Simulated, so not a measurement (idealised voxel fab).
Presented below is a process module, voxel transistor to metal.
For reference, the cross-section in this document is cut, with width 250 nm and square cells of 5 nm.
Cross-section format: a grid of square cells, given as bands from top to bottom; each band is one or more rows of cells.
First you get the band's top height and its bottom height, in nm, and then the materials it's made of, left to right, with each width in nm. If you see a single material with "full width", that one covers the band edge to edge. "blank" is empty space.
Heights are measured from 0, the level below which the as-received wafer is all one material; the lowest band has no bottom and continues downward, written as in "0 -> down".
The width entry "30..40" should be interpreted row by row: the top row of cells in the band takes the first number, the bottom row takes the second number, and the change between adjacent rows is uniform throughout.
"everything unchanged", as given for a step, is the statement that not any cell of the cross-section underwent a change during that step.
For the entry "Enclosed void catalog", the listed items are empty spaces with no open way to the top whose size is 8 cells or more; each item follows the pattern width x height at distance, where distance is from the left edge and all three are in nm.
Heads up: the bit after the settings on a step's line is the simulator's remark on that step.
overlay nm: how far to the right of its planned place the mask lay on this masked step (negative: to the left).
-- The process steps that were planned are listed below
1) RECEIVE [material Si]
2) OXIDIZE [depth nm 5]
3) CONFORMAL_DEP [material SiN] [thk nm 15]
4) PATTERN [tone cover] [mask id ACTIVE] [material resist] [width nm 100] [pitch nm 120] [thk nm 15] [overlay nm 0]
5) DIRECTIONAL_ETCH [etch materials SiN] [depth nm 15]
6) DIRECTIONAL_ETCH [etch materials SiO2] [depth nm 5]
7) DIRECTIONAL_ETCH [etch materials Si] [depth nm 35]
8) STRIP [etch materials resist]
9) OXIDIZE [depth nm 5]
10) FILL_DEP [material SiO2] [thk nm 5]
11) CMP [height nm 15]
12) SELECTIVE_ETCH [etch materials SiO2] [depth nm 15]
13) STRIP [etch materials SiN]
14) SELECTIVE_ETCH [etch materials SiO2] [depth nm 5]
15) OXIDIZE [depth nm 5]
16) DIRECTIONAL_DEP [material polySi] [thk nm 30]
17) DIRECTIONAL_DEP [material SiCN] [thk nm 10]
18) MASKED_ETCH [tone cover] [mask id GATE] [width nm 20] [pitch nm 120] [etch materials SiCN] [depth nm 20] [overlay nm 0]
19) MASKED_ETCH [tone cover] [mask id GATE] [width nm 20] [pitch nm 120] [etch materials polySi] [depth nm 40] [overlay nm 0]
20) CONFORMAL_DEP [material SiO2] [thk nm 5]
21) DIRECTIONAL_ETCH [etch materials SiO2] [depth nm 5]
22) CONFORMAL_DEP [material SiN] [thk nm 5]
23) DIRECTIONAL_ETCH [etch materials SiN] [depth nm 5]
24) DIRECTIONAL_ETCH [etch materials SiO2] [depth nm 5]
25) DIRECTIONAL_ETCH [etch materials Si] [depth nm 15]
26) EPI [material pSi] [thk nm 15]
27) FILL_DEP [material SiO2] [thk nm 10]
28) CMP [height nm 35]
29) DIRECTIONAL_DEP [material SiO2] [thk nm 15]
30) MASKED_ETCH [tone open] [mask id CONTACT] [width nm 20] [etch materials SiO2] [depth nm 60] [overlay nm 0]
31) CONFORMAL_DEP [material TiN] [thk nm 5]
32) FILL_DEP [material Ru] [thk nm 10]
33) CMP [height nm 50]
34) CONFORMAL_DEP [material SiN] [thk nm 5]
35) DIRECTIONAL_DEP [material lowk] [thk nm 25]
36) DIRECTIONAL_DEP [material aC] [thk nm 10]
37) PATTERN [tone open] [mask id METAL_1] [material resist] [width nm 20] [thk nm 25] [overlay nm 0]
38) DIRECTIONAL_ETCH [etch materials aC] [depth nm 10]
39) STRIP [etch materials resist]
40) DIRECTIONAL_ETCH [etch materials lowk] [depth nm 25]
41) DIRECTIONAL_ETCH [etch materials SiN] [depth nm 5]
42) STRIP [etch materials aC]
43) CONFORMAL_DEP [material TiN] [thk nm 5]
44) FILL_DEP [material Cu] [thk nm 5]
45) CMP [height nm 80]
46) CONFORMAL_DEP [material SiCN] [thk nm 5]
47) DIRECTIONAL_DEP [material lowk] [thk nm 25]
48) PATTERN [tone open] [mask id METAL_2] [material resist] [width nm 20] [pitch nm 120] [thk nm 20] [overlay nm 0]
49) DIRECTIONAL_ETCH [etch materials lowk] [depth nm 15]
50) STRIP [etch materials resist]
51) PATTERN [tone open] [mask id METAL_2_HOLES] [material resist] [width nm 15] [pitch nm 120] [thk nm 20] [overlay nm 0]
52) DIRECTIONAL_ETCH [etch materials lowk] [depth nm 10]
53) DIRECTIONAL_ETCH [etch materials SiCN] [depth nm 5]
54) STRIP [etch materials resist]
55) CONFORMAL_DEP [material TiN] [thk nm 5]
56) FILL_DEP [material Cu] [thk nm 10]
57) CMP [height nm 110]
58) CONFORMAL_DEP [material SiN] [thk nm 5]
-- As-received wafer cross-section (after step 1)
  0 -> down = Si full width
  Enclosed void catalog: none
-- Module complete - cross-section of the first of two wafers, run according to plan
  115 -> 110 = SiN full width
  110 -> 100 = 20 lowk / 5 TiN / 10 Cu / 5 TiN / 100 lowk / 5 TiN / 10 Cu / 5 TiN / 90 lowk
  100 -> 95 = 20 lowk / 5 TiN / 5 Cu / 10 TiN / 100 lowk / 5 TiN / 5 Cu / 10 TiN / 90 lowk
  95 -> 85 = 20 lowk / 5 TiN / 5 Cu / 5 TiN / 105 lowk / 5 TiN / 5 Cu / 5 TiN / 95 lowk
  85 -> 80 = 20 SiCN / 15 TiN / 105 SiCN / 15 TiN / 95 SiCN
  80 -> 55 = 20 lowk / 5 TiN / 10 Cu / 5 TiN / 50 lowk / 5 TiN / 10 Cu / 5 TiN / 30 lowk / 5 TiN / 10 Cu / 5 TiN / 50 lowk / 5 TiN / 10 Cu / 5 TiN / 20 lowk
  55 -> 50 = 20 SiN / 20 TiN / 50 SiN / 20 TiN / 30 SiN / 20 TiN / 50 SiN / 20 TiN / 20 SiN
  50 -> 35 = 20 SiO2 / 5 TiN / 10 Ru / 5 TiN / 50 SiO2 / 5 TiN / 10 Ru / 5 TiN / 30 SiO2 / 5 TiN / 10 Ru / 5 TiN / 50 SiO2 / 5 TiN / 10 Ru / 5 TiN / 20 SiO2
  35 -> 25 = 20 SiO2 / 5 TiN / 10 Ru / 5 TiN / 5 SiO2 / 5 SiN / 5 SiO2 / 20 SiCN / 5 SiO2 / 5 SiN / 5 SiO2 / 5 TiN / 10 Ru / 5 TiN / 30 SiO2 / 5 TiN / 10 Ru / 5 TiN / 5 SiO2 / 5 SiN / 5 SiO2 / 20 SiCN / 5 SiO2 / 5 SiN / 5 SiO2 / 5 TiN / 10 Ru / 5 TiN / 20 SiO2
  25 -> 10 = 20 SiO2 / 5 TiN / 10 Ru / 5 TiN / 5 SiO2 / 5 SiN / 5 SiO2 / 20 polySi / 5 SiO2 / 5 SiN / 5 SiO2 / 5 TiN / 10 Ru / 5 TiN / 30 SiO2 / 5 TiN / 10 Ru / 5 TiN / 5 SiO2 / 5 SiN / 5 SiO2 / 20 polySi / 5 SiO2 / 5 SiN / 5 SiO2 / 5 TiN / 10 Ru / 5 TiN / 20 SiO2
  10 -> 5 = 20 SiO2 / 20 TiN / 5 SiO2 / 5 SiN / 5 SiO2 / 20 polySi / 5 SiO2 / 5 SiN / 5 SiO2 / 20 TiN / 30 SiO2 / 20 TiN / 5 SiO2 / 5 SiN / 5 SiO2 / 20 polySi / 5 SiO2 / 5 SiN / 5 SiO2 / 20 TiN / 20 SiO2
  5 -> -5 = 20 SiO2 / 10 TiN / 15 pSi / 5 SiN / 5 SiO2 / 20 polySi / 5 SiO2 / 5 SiN / 15 pSi / 10 TiN / 30 SiO2 / 10 TiN / 15 pSi / 5 SiN / 5 SiO2 / 20 polySi / 5 SiO2 / 5 SiN / 15 pSi / 10 TiN / 20 SiO2
  -5 -> -10 = 20 SiO2 / 10 TiN / 15 pSi / 40 SiO2 / 15 pSi / 10 TiN / 30 SiO2 / 10 TiN / 15 pSi / 40 SiO2 / 15 pSi / 10 TiN / 20 SiO2
  -10 -> -25 = 20 SiO2 / 25 pSi / 40 Si / 25 pSi / 30 SiO2 / 25 pSi / 40 Si / 25 pSi / 20 SiO2
  -25 -> -45 = 20 SiO2 / 90 Si / 30 SiO2 / 90 Si / 20 SiO2
  -45 -> down = Si full width
  Enclosed void catalog: none
-- Wafer two (of two), end-of-module cross-section: start = wafer one, plan = wafer one, one run mistake
  115 -> 110 = SiN full width
  110 -> 105 = 20 SiCN / 15 TiN / 105 SiCN / 15 TiN / 95 SiCN
  105 -> 80 = lowk full width
  80 -> 55 = 20 lowk / 5 TiN / 10 Cu / 5 TiN / 50 lowk / 5 TiN / 10 Cu / 5 TiN / 30 lowk / 5 TiN / 10 Cu / 5 TiN / 50 lowk / 5 TiN / 10 Cu / 5 TiN / 20 lowk
  55 -> 50 = 20 SiN / 20 TiN / 50 SiN / 20 TiN / 30 SiN / 20 TiN / 50 SiN / 20 TiN / 20 SiN
  50 -> 35 = 20 SiO2 / 5 TiN / 10 Ru / 5 TiN / 50 SiO2 / 5 TiN / 10 Ru / 5 TiN / 30 SiO2 / 5 TiN / 10 Ru / 5 TiN / 50 SiO2 / 5 TiN / 10 Ru / 5 TiN / 20 SiO2
  35 -> 25 = 20 SiO2 / 5 TiN / 10 Ru / 5 TiN / 5 SiO2 / 5 SiN / 5 SiO2 / 20 SiCN / 5 SiO2 / 5 SiN / 5 SiO2 / 5 TiN / 10 Ru / 5 TiN / 30 SiO2 / 5 TiN / 10 Ru / 5 TiN / 5 SiO2 / 5 SiN / 5 SiO2 / 20 SiCN / 5 SiO2 / 5 SiN / 5 SiO2 / 5 TiN / 10 Ru / 5 TiN / 20 SiO2
  25 -> 10 = 20 SiO2 / 5 TiN / 10 Ru / 5 TiN / 5 SiO2 / 5 SiN / 5 SiO2 / 20 polySi / 5 SiO2 / 5 SiN / 5 SiO2 / 5 TiN / 10 Ru / 5 TiN / 30 SiO2 / 5 TiN / 10 Ru / 5 TiN / 5 SiO2 / 5 SiN / 5 SiO2 / 20 polySi / 5 SiO2 / 5 SiN / 5 SiO2 / 5 TiN / 10 Ru / 5 TiN / 20 SiO2
  10 -> 5 = 20 SiO2 / 20 TiN / 5 SiO2 / 5 SiN / 5 SiO2 / 20 polySi / 5 SiO2 / 5 SiN / 5 SiO2 / 20 TiN / 30 SiO2 / 20 TiN / 5 SiO2 / 5 SiN / 5 SiO2 / 20 polySi / 5 SiO2 / 5 SiN / 5 SiO2 / 20 TiN / 20 SiO2
  5 -> -5 = 20 SiO2 / 10 TiN / 15 pSi / 5 SiN / 5 SiO2 / 20 polySi / 5 SiO2 / 5 SiN / 15 pSi / 10 TiN / 30 SiO2 / 10 TiN / 15 pSi / 5 SiN / 5 SiO2 / 20 polySi / 5 SiO2 / 5 SiN / 15 pSi / 10 TiN / 20 SiO2
  -5 -> -10 = 20 SiO2 / 10 TiN / 15 pSi / 40 SiO2 / 15 pSi / 10 TiN / 30 SiO2 / 10 TiN / 15 pSi / 40 SiO2 / 15 pSi / 10 TiN / 20 SiO2
  -10 -> -25 = 20 SiO2 / 25 pSi / 40 Si / 25 pSi / 30 SiO2 / 25 pSi / 40 Si / 25 pSi / 20 SiO2
  -25 -> -45 = 20 SiO2 / 90 Si / 30 SiO2 / 90 Si / 20 SiO2
  -45 -> down = Si full width
  Enclosed void catalog: none
Here's what went sideways: deviation from plan: step 47 and step 46 executed in one another's positions
The closing comparison, in cells, has the second wafer with more or fewer of some materials than the first: Cu -14; TiN -22; lowk +36
